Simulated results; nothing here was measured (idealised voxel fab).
process module | voxel tone inversion
cross-section cut | 230 nm wide | cells 5 nm
A cross-section is a grid of square cells, given in bands from the top down. A band is one or more rows of cells.
Each band's line starts with the height of the band's top and of its bottom, in nm. Then come its materials from left to right, each with its width in nm. One material with "throughout" fills the band from edge to edge. "air" is empty space.
Height 0 is the level under which the wafer as received is all one material. The lowest band goes on downwards, as in "0 down".
A width such as "30 to 40" changes by the same amount from each row of cells to the next, from the band's top row to its bottom row.
"no change" after a step means that no cell of the cross-section changed.
closed voids: empty space of 8 cells or more with no open way to the top, each as width x height at its distance from the left edge, in nm
after a step's settings: what the simulator itself notes on the step
overlay nm, on a step with a mask: how far to the right of its planned place the mask lay; to the left if negative
plan
1 op RECEIVE | material Si
2 op CONFORMAL_DEP | material SiCN | thk nm 10
3 op DIRECTIONAL_DEP | material aC | thk nm 25
4 op PATTERN | tone cover | mask id POSTS | material resist | width nm 20 | pitch nm 35 | thk nm 30 | overlay nm 0
5 op DIRECTIONAL_ETCH | etch materials aC | depth nm 25
6 op STRIP | etch materials resist
7 op FILL_DEP | material SiO2 | thk nm 10
8 op CMP | height nm 35
9 op STRIP | etch materials aC
as received, after step 1
  0 down: Si throughout
  closed voids: none
first wafer at the end, as planned
  35 to 10: SiO2 70 | air 20 | SiO2 15 | air 20 | SiO2 15 | air 20 | SiO2 70
  10 to 0: SiCN throughout
  0 down: Si throughout
  closed voids: none
second wafer at the end: like start, like plan, one mistake
  35 to 15: SiO2 70 | air 20 | SiO2 15 | air 20 | SiO2 15 | air 20 | SiO2 70
  15 to 0: SiCN throughout
  0 down: Si throughout
  closed voids: none
what went wrong: step 2 ran as: op CONFORMAL_DEP | material SiCN | thk nm 15
at the end the second wafer has, in cells: 46 more of SiCN | 34 fewer of SiO2
